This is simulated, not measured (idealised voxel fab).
process module | voxel ribs on slabs
cross-section cut | 195 nm wide | cells 5 nm
A cross-section is a grid of square cells, given in bands from the top down. A band is one or more rows of cells.
Each band's line starts with the height of the band's top and of its bottom, in nm. Then come its materials from left to right, each with its width in nm. One material with "throughout" fills the band from edge to edge. "air" is empty space.
Height 0 is the level under which the wafer as received is all one material. The lowest band goes on downwards, as in "0 down".
A width such as "30 to 40" changes by the same amount from each row of cells to the next, from the band's top row to its bottom row.
"no change" after a step means that no cell of the cross-section changed.
closed voids: empty space of 8 cells or more with no open way to the top, each as width x height at its distance from the left edge, in nm
after a step's settings: what the simulator itself notes on the step
overlay nm, on a step with a mask: how far to the right of its planned place the mask lay; to the left if negative
plan
1 op RECEIVE | material Si
2 op DIRECTIONAL_DEP | material SiO2 | thk nm 20
3 op DIRECTIONAL_DEP | material polySi | thk nm 25
4 op PATTERN | tone cover | mask id RIB | material resist | width nm 20 | thk nm 15 | overlay nm 0
5 op DIRECTIONAL_ETCH | etch materials polySi | depth nm 15
6 op STRIP | etch materials resist
7 op DIRECTIONAL_DEP | material aC | thk nm 10
8 op PATTERN | tone cover | mask id SLAB | material resist | width nm 80 | thk nm 25 | overlay nm 0
9 op DIRECTIONAL_ETCH | etch materials aC | depth nm 10
10 op STRIP | etch materials resist
11 op DIRECTIONAL_ETCH | etch materials polySi | depth nm 10
12 op STRIP | etch materials aC
13 op FILL_DEP | material SiO2 | thk nm 20
14 op CMP | height nm 60
15 op DIRECTIONAL_DEP | material TiN | thk nm 5
16 op PATTERN | tone cover | mask id HEATER | material resist | width nm 30 | thk nm 15 | overlay nm 0
17 op DIRECTIONAL_ETCH | etch materials TiN | depth nm 5
18 op STRIP | etch materials resist
19 op CONFORMAL_DEP | material SiO2 | thk nm 10
first wafer, as planned
as received, after step 1
  0 down: Si throughout
  closed voids: none
after step 2
  20 to 0: SiO2 throughout
  below 0: unchanged
after step 3
  45 to 20: polySi throughout
  below 20: unchanged
after step 4
  60 to 45: air 85 | resist 20 | air 90
  below 45: unchanged
after step 5
  60 to 45: air 85 | resist 20 | air 90
  45 to 30: air 85 | polySi 20 | air 90
  below 30: unchanged
after step 6
  45 to 30: air 85 | polySi 20 | air 90
  below 30: unchanged
after step 7
  55 to 45: air 85 | aC 20 | air 90
  45 to 40: air 85 | polySi 20 | air 90
  40 to 30: aC 85 | polySi 20 | aC 90
  below 30: unchanged
after step 8
  80 to 55: air 55 | resist 80 | air 60
  55 to 45: air 55 | resist 30 | aC 20 | resist 30 | air 60
  45 to 40: air 55 | resist 30 | polySi 20 | resist 30 | air 60
  below 40: unchanged
after step 9
  70 to 55: air 55 | resist 80 | air 60
  55 to 45: air 55 | resist 30 | aC 20 | resist 30 | air 60
  45 to 40: air 55 | resist 30 | polySi 20 | resist 30 | air 60
  40 to 30: air 55 | aC 30 | polySi 20 | aC 30 | air 60
  below 30: unchanged
after step 10
  55 to 45: air 85 | aC 20 | air 90
  45 to 40: air 85 | polySi 20 | air 90
  below 40: unchanged
after step 11
  55 to 45: air 85 | aC 20 | air 90
  45 to 40: air 85 | polySi 20 | air 90
  40 to 30: air 55 | aC 30 | polySi 20 | aC 30 | air 60
  30 to 20: air 55 | polySi 80 | air 60
  below 20: unchanged
after step 12
  45 to 30: air 85 | polySi 20 | air 90
  below 30: unchanged
after step 13
  65 to 45: SiO2 throughout
  45 to 30: SiO2 85 | polySi 20 | SiO2 90
  30 to 20: SiO2 55 | polySi 80 | SiO2 60
  below 20: unchanged
after step 14
  60 to 45: SiO2 throughout
  below 45: unchanged
after step 15
  65 to 60: TiN throughout
  below 60: unchanged
after step 16
  80 to 65: air 80 | resist 30 | air 85
  below 65: unchanged
after step 17
  80 to 65: air 80 | resist 30 | air 85
  65 to 60: air 80 | TiN 30 | air 85
  below 60: unchanged
after step 18
  65 to 60: air 80 | TiN 30 | air 85
  below 60: unchanged
after step 19
  75 to 70: air 70 | SiO2 50 | air 75
  70 to 65: SiO2 throughout
  65 to 60: SiO2 80 | TiN 30 | SiO2 85
  below 60: unchanged
second wafer: like start, like plan, one mistake. Through step 15 it matches the first wafer
when step 16 should have ended
  80 to 65: air 90 | resist 30 | air 75
  below 65: unchanged
when step 17 should have ended
  80 to 65: air 90 | resist 30 | air 75
  65 to 60: air 90 | TiN 30 | air 75
  below 60: unchanged
when step 18 should have ended
  65 to 60: air 90 | TiN 30 | air 75
  below 60: unchanged
when step 19 should have ended
  75 to 70: air 80 | SiO2 50 | air 65
  70 to 65: SiO2 throughout
  65 to 60: SiO2 90 | TiN 30 | SiO2 75
  below 60: unchanged
what went wrong: step 16 ran as: op PATTERN | tone cover | mask id HEATER | material resist | width nm 30 | thk nm 15 | overlay nm 10
at the end the second wafer has, in cells: as many of each material as the first, in other places
